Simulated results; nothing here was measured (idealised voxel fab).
Process module, titled voxel self aligned contacts
The cross-section shown here is cut; it is 300 nm wide and divided into square cells measuring 5 nm on a side.
The cross-sections in this document take the form of a grid made of square cells. They are written out as bands, in order from top to bottom. Each band consists of one or more rows of cells.
For a band, the entry starts with two heights in nm, that of the top and then that of the bottom, and carries on with the band's materials in order from left to right, each alongside its width in nm; the word "full width" beside a single material means it fills the band edge to edge, and "blank" means empty space.
For the purposes of this specification, 0 denotes the height below which the wafer in its as-received condition is composed wholly of one material, and the lowermost band, lacking a lower limit, extends downward without end, as expressed in "0..down".
The width entry "30->40" should be interpreted row by row: the top row of cells in the band takes the first number, the bottom row takes the second number, and the change between adjacent rows is uniform throughout.
The designation "left unchanged", where it is given for a processing step, indicates that no cell of the cross-section was altered in the course of that step.
Any empty space of 8 cells or more lacking an open way to the top shows up in "Enclosed void entries" as width x height at distance, distance from the left edge, in nm.
Anything after a step's settings on that line? It's the simulator's own note about the step.
The setting "overlay nm" may be written on the line of a step. When the step uses a mask, the value reports how far to the right of the planned place the mask lay, and a negative value reports that it lay to the left.
THESE ARE THE STEPS WE PLANNED FOR THE PROCESS
1,RECEIVE with material Si
2,OXIDIZE with depth nm 5
3,DIRECTIONAL_DEP with material polySi, thk nm 30
4,DIRECTIONAL_DEP with material SiN, thk nm 20
5,DIRECTIONAL_DEP with material aC, thk nm 10
6,PATTERN with tone cover, mask id GATE, material resist, width nm 25, pitch nm 50, thk nm 25, overlay nm 0
7,DIRECTIONAL_ETCH with etch materials aC, depth nm 10
8,STRIP with etch materials resist
9,DIRECTIONAL_ETCH with etch materials SiN, depth nm 20
10,DIRECTIONAL_ETCH with etch materials polySi, depth nm 30
11,STRIP with etch materials aC
12,CONFORMAL_DEP with material SiN, thk nm 5
13,DIRECTIONAL_ETCH with etch materials SiN, depth nm 5
14,FILL_DEP with material SiO2, thk nm 10
15,CMP with height nm 55
16,PATTERN with tone open, mask id CONTACT, material resist, width nm 35, pitch nm 50, thk nm 15, overlay nm 0
17,DIRECTIONAL_ETCH with etch materials SiO2, depth nm 60
18,STRIP with etch materials resist
19,CONFORMAL_DEP with material TiN, thk nm 5
20,FILL_DEP with material W, thk nm 5
21,CMP with height nm 55
22,CONFORMAL_DEP with material SiCN, thk nm 5
THE FOLLOWING PERTAINS TO THE FIRST OF TWO WAFERS, WHICH WAS PROCESSED AS PLANNED
CROSS-SECTION OF THE INCOMING WAFER, STATE AFTER STEP 1
    0..down: Si full width
    Enclosed void entries: none
CROSS-SECTION: WAFER STATE AFTER STEP 2
    0..-5: SiO2 full width
    Whatever lies below -5 is exactly as it was before.
CROSS-SECTION: WAFER STATE AFTER STEP 3
    30..0: polySi full width
    Whatever lies below 0 is exactly as it was before.
CROSS-SECTION: WAFER STATE AFTER STEP 4
    50..30: SiN full width
    Whatever lies below 30 is exactly as it was before.
CROSS-SECTION: WAFER STATE AFTER STEP 5
    60..50: aC full width
    Whatever lies below 50 is exactly as it was before.
CROSS-SECTION: WAFER STATE AFTER STEP 6
    85..60: blank: 85 | resist: 25 | blank: 25 | resist: 25 | blank: 25 | resist: 25 | blank: 90
    Whatever lies below 60 is exactly as it was before.
CROSS-SECTION: WAFER STATE AFTER STEP 7
    75..60: blank: 85 | resist: 25 | blank: 25 | resist: 25 | blank: 25 | resist: 25 | blank: 90
    60..50: blank: 85 | aC: 25 | blank: 25 | aC: 25 | blank: 25 | aC: 25 | blank: 90
    Whatever lies below 50 is exactly as it was before.
CROSS-SECTION: WAFER STATE AFTER STEP 8
    60..50: blank: 85 | aC: 25 | blank: 25 | aC: 25 | blank: 25 | aC: 25 | blank: 90
    Whatever lies below 50 is exactly as it was before.
CROSS-SECTION: WAFER STATE AFTER STEP 9
    60..50: blank: 85 | aC: 25 | blank: 25 | aC: 25 | blank: 25 | aC: 25 | blank: 90
    50..30: blank: 85 | SiN: 25 | blank: 25 | SiN: 25 | blank: 25 | SiN: 25 | blank: 90
    Whatever lies below 30 is exactly as it was before.
CROSS-SECTION: WAFER STATE AFTER STEP 10
    60..50: blank: 85 | aC: 25 | blank: 25 | aC: 25 | blank: 25 | aC: 25 | blank: 90
    50..30: blank: 85 | SiN: 25 | blank: 25 | SiN: 25 | blank: 25 | SiN: 25 | blank: 90
    30..0: blank: 85 | polySi: 25 | blank: 25 | polySi: 25 | blank: 25 | polySi: 25 | blank: 90
    Whatever lies below 0 is exactly as it was before.
CROSS-SECTION: WAFER STATE AFTER STEP 11
    50..30: blank: 85 | SiN: 25 | blank: 25 | SiN: 25 | blank: 25 | SiN: 25 | blank: 90
    Whatever lies below 30 is exactly as it was before.
CROSS-SECTION: WAFER STATE AFTER STEP 12
    55..30: blank: 80 | SiN: 35 | blank: 15 | SiN: 35 | blank: 15 | SiN: 35 | blank: 85
    30..5: blank: 80 | SiN: 5 | polySi: 25 | SiN: 5 | blank: 15 | SiN: 5 | polySi: 25 | SiN: 5 | blank: 15 | SiN: 5 | polySi: 25 | SiN: 5 | blank: 85
    5..0: SiN: 85 | polySi: 25 | SiN: 25 | polySi: 25 | SiN: 25 | polySi: 25 | SiN: 90
    Whatever lies below 0 is exactly as it was before.
CROSS-SECTION: WAFER STATE AFTER STEP 13
    50..30: blank: 80 | SiN: 35 | blank: 15 | SiN: 35 | blank: 15 | SiN: 35 | blank: 85
    30..0: blank: 80 | SiN: 5 | polySi: 25 | SiN: 5 | blank: 15 | SiN: 5 | polySi: 25 | SiN: 5 | blank: 15 | SiN: 5 | polySi: 25 | SiN: 5 | blank: 85
    Whatever lies below 0 is exactly as it was before.
CROSS-SECTION: WAFER STATE AFTER STEP 14
    60..50: SiO2 full width
    50..30: SiO2: 80 | SiN: 35 | SiO2: 15 | SiN: 35 | SiO2: 15 | SiN: 35 | SiO2: 85
    30..0: SiO2: 80 | SiN: 5 | polySi: 25 | SiN: 5 | SiO2: 15 | SiN: 5 | polySi: 25 | SiN: 5 | SiO2: 15 | SiN: 5 | polySi: 25 | SiN: 5 | SiO2: 85
    Whatever lies below 0 is exactly as it was before.
CROSS-SECTION: WAFER STATE AFTER STEP 15
    55..50: SiO2 full width
    Whatever lies below 50 is exactly as it was before.
CROSS-SECTION: WAFER STATE AFTER STEP 16
    70..55: resist: 105 | blank: 35 | resist: 15 | blank: 35 | resist: 110
    Whatever lies below 55 is exactly as it was before.
CROSS-SECTION: WAFER STATE AFTER STEP 17
    70..55: resist: 105 | blank: 35 | resist: 15 | blank: 35 | resist: 110
    55..50: SiO2: 105 | blank: 35 | SiO2: 15 | blank: 35 | SiO2: 110
    50..30: SiO2: 80 | SiN: 35 | blank: 15 | SiN: 35 | blank: 15 | SiN: 35 | SiO2: 85
    30..0: SiO2: 80 | SiN: 5 | polySi: 25 | SiN: 5 | blank: 15 | SiN: 5 | polySi: 25 | SiN: 5 | blank: 15 | SiN: 5 | polySi: 25 | SiN: 5 | SiO2: 85
    0..-5: SiO2: 115 | blank: 15 | SiO2: 35 | blank: 15 | SiO2: 120
    Whatever lies below -5 is exactly as it was before.
CROSS-SECTION: WAFER STATE AFTER STEP 18
    55..50: SiO2: 105 | blank: 35 | SiO2: 15 | blank: 35 | SiO2: 110
    Whatever lies below 50 is exactly as it was before.
CROSS-SECTION: WAFER STATE AFTER STEP 19
    60..55: TiN: 110 | blank: 25 | TiN: 25 | blank: 25 | TiN: 115
    55..50: SiO2: 105 | TiN: 15 | blank: 5 | TiN: 15 | SiO2: 15 | TiN: 15 | blank: 5 | TiN: 15 | SiO2: 110
    50..30: SiO2: 80 | SiN: 35 | TiN: 5 | blank: 5 | TiN: 5 | SiN: 35 | TiN: 5 | blank: 5 | TiN: 5 | SiN: 35 | SiO2: 85
    30..0: SiO2: 80 | SiN: 5 | polySi: 25 | SiN: 5 | TiN: 5 | blank: 5 | TiN: 5 | SiN: 5 | polySi: 25 | SiN: 5 | TiN: 5 | blank: 5 | TiN: 5 | SiN: 5 | polySi: 25 | SiN: 5 | SiO2: 85
    0..-5: SiO2: 115 | TiN: 15 | SiO2: 35 | TiN: 15 | SiO2: 120
    Whatever lies below -5 is exactly as it was before.
CROSS-SECTION: WAFER STATE AFTER STEP 20
    65..60: W full width
    60..55: TiN: 110 | W: 25 | TiN: 25 | W: 25 | TiN: 115
    55..50: SiO2: 105 | TiN: 15 | W: 5 | TiN: 15 | SiO2: 15 | TiN: 15 | W: 5 | TiN: 15 | SiO2: 110
    50..30: SiO2: 80 | SiN: 35 | TiN: 5 | W: 5 | TiN: 5 | SiN: 35 | TiN: 5 | W: 5 | TiN: 5 | SiN: 35 | SiO2: 85
    30..0: SiO2: 80 | SiN: 5 | polySi: 25 | SiN: 5 | TiN: 5 | W: 5 | TiN: 5 | SiN: 5 | polySi: 25 | SiN: 5 | TiN: 5 | W: 5 | TiN: 5 | SiN: 5 | polySi: 25 | SiN: 5 | SiO2: 85
    Whatever lies below 0 is exactly as it was before.
CROSS-SECTION: WAFER STATE AFTER STEP 21
    55..50: SiO2: 105 | TiN: 15 | W: 5 | TiN: 15 | SiO2: 15 | TiN: 15 | W: 5 | TiN: 15 | SiO2: 110
    Whatever lies below 50 is exactly as it was before.
CROSS-SECTION: WAFER STATE AFTER STEP 22
    60..55: SiCN full width
    Whatever lies below 55 is exactly as it was before.
FOR THE SECOND WAFER, TAKE THE FIRST WAFER'S START AND PLAN, THEN ADD ONE MISTAKE MADE IN RUNNING IT; EVERYTHING THROUGH STEP 15, THAT STEP INCLUDED, IS SHARED WITH THE FIRST
SECOND WAFER PROFILE IN SECTION, AT THE MOMENT STEP 16 OF THE PLAN WAS MEANT TO BE COMPLETE
    70..55: resist: 95 | blank: 35 | resist: 15 | blank: 35 | resist: 120
    Whatever lies below 55 is exactly as it was before.
SECOND WAFER PROFILE IN SECTION, AT THE MOMENT STEP 17 OF THE PLAN WAS MEANT TO BE COMPLETE
    70..55: resist: 95 | blank: 35 | resist: 15 | blank: 35 | resist: 120
    55..50: SiO2: 95 | blank: 35 | SiO2: 15 | blank: 35 | SiO2: 120
    50..30: SiO2: 80 | SiN: 35 | blank: 15 | SiN: 35 | blank: 15 | SiN: 35 | SiO2: 85
    30..0: SiO2: 80 | SiN: 5 | polySi: 25 | SiN: 5 | blank: 15 | SiN: 5 | polySi: 25 | SiN: 5 | blank: 15 | SiN: 5 | polySi: 25 | SiN: 5 | SiO2: 85
    0..-5: SiO2: 115 | blank: 15 | SiO2: 35 | blank: 15 | SiO2: 120
    Whatever lies below -5 is exactly as it was before.
SECOND WAFER PROFILE IN SECTION, AT THE MOMENT STEP 18 OF THE PLAN WAS MEANT TO BE COMPLETE
    55..50: SiO2: 95 | blank: 35 | SiO2: 15 | blank: 35 | SiO2: 120
    Whatever lies below 50 is exactly as it was before.
SECOND WAFER PROFILE IN SECTION, AT THE MOMENT STEP 19 OF THE PLAN WAS MEANT TO BE COMPLETE
    60..55: TiN: 100 | blank: 25 | TiN: 25 | blank: 25 | TiN: 125
    55..50: SiO2: 95 | TiN: 25 | blank: 5 | TiN: 5 | SiO2: 15 | TiN: 25 | blank: 5 | TiN: 5 | SiO2: 120
    50..30: SiO2: 80 | SiN: 35 | TiN: 5 | blank: 5 | TiN: 5 | SiN: 35 | TiN: 5 | blank: 5 | TiN: 5 | SiN: 35 | SiO2: 85
    30..0: SiO2: 80 | SiN: 5 | polySi: 25 | SiN: 5 | TiN: 5 | blank: 5 | TiN: 5 | SiN: 5 | polySi: 25 | SiN: 5 | TiN: 5 | blank: 5 | TiN: 5 | SiN: 5 | polySi: 25 | SiN: 5 | SiO2: 85
    0..-5: SiO2: 115 | TiN: 15 | SiO2: 35 | TiN: 15 | SiO2: 120
    Whatever lies below -5 is exactly as it was before.
SECOND WAFER PROFILE IN SECTION, AT THE MOMENT STEP 20 OF THE PLAN WAS MEANT TO BE COMPLETE
    65..60: W full width
    60..55: TiN: 100 | W: 25 | TiN: 25 | W: 25 | TiN: 125
    55..50: SiO2: 95 | TiN: 25 | W: 5 | TiN: 5 | SiO2: 15 | TiN: 25 | W: 5 | TiN: 5 | SiO2: 120
    50..30: SiO2: 80 | SiN: 35 | TiN: 5 | W: 5 | TiN: 5 | SiN: 35 | TiN: 5 | W: 5 | TiN: 5 | SiN: 35 | SiO2: 85
    30..0: SiO2: 80 | SiN: 5 | polySi: 25 | SiN: 5 | TiN: 5 | W: 5 | TiN: 5 | SiN: 5 | polySi: 25 | SiN: 5 | TiN: 5 | W: 5 | TiN: 5 | SiN: 5 | polySi: 25 | SiN: 5 | SiO2: 85
    Whatever lies below 0 is exactly as it was before.
SECOND WAFER PROFILE IN SECTION, AT THE MOMENT STEP 21 OF THE PLAN WAS MEANT TO BE COMPLETE
    55..50: SiO2: 95 | TiN: 25 | W: 5 | TiN: 5 | SiO2: 15 | TiN: 25 | W: 5 | TiN: 5 | SiO2: 120
    Whatever lies below 50 is exactly as it was before.
SECOND WAFER PROFILE IN SECTION, AT THE MOMENT STEP 22 OF THE PLAN WAS MEANT TO BE COMPLETE
    60..55: SiCN full width
    Whatever lies below 55 is exactly as it was before.
Diagnosis: rather than as planned, step 16 actually ran as PATTERN with tone open, mask id CONTACT, material resist, width nm 35, pitch nm 50, thk nm 15, overlay nm -10
The concluding comparison shows that, measured in cells, each material is equally abundant on both wafers, albeit at different positions.
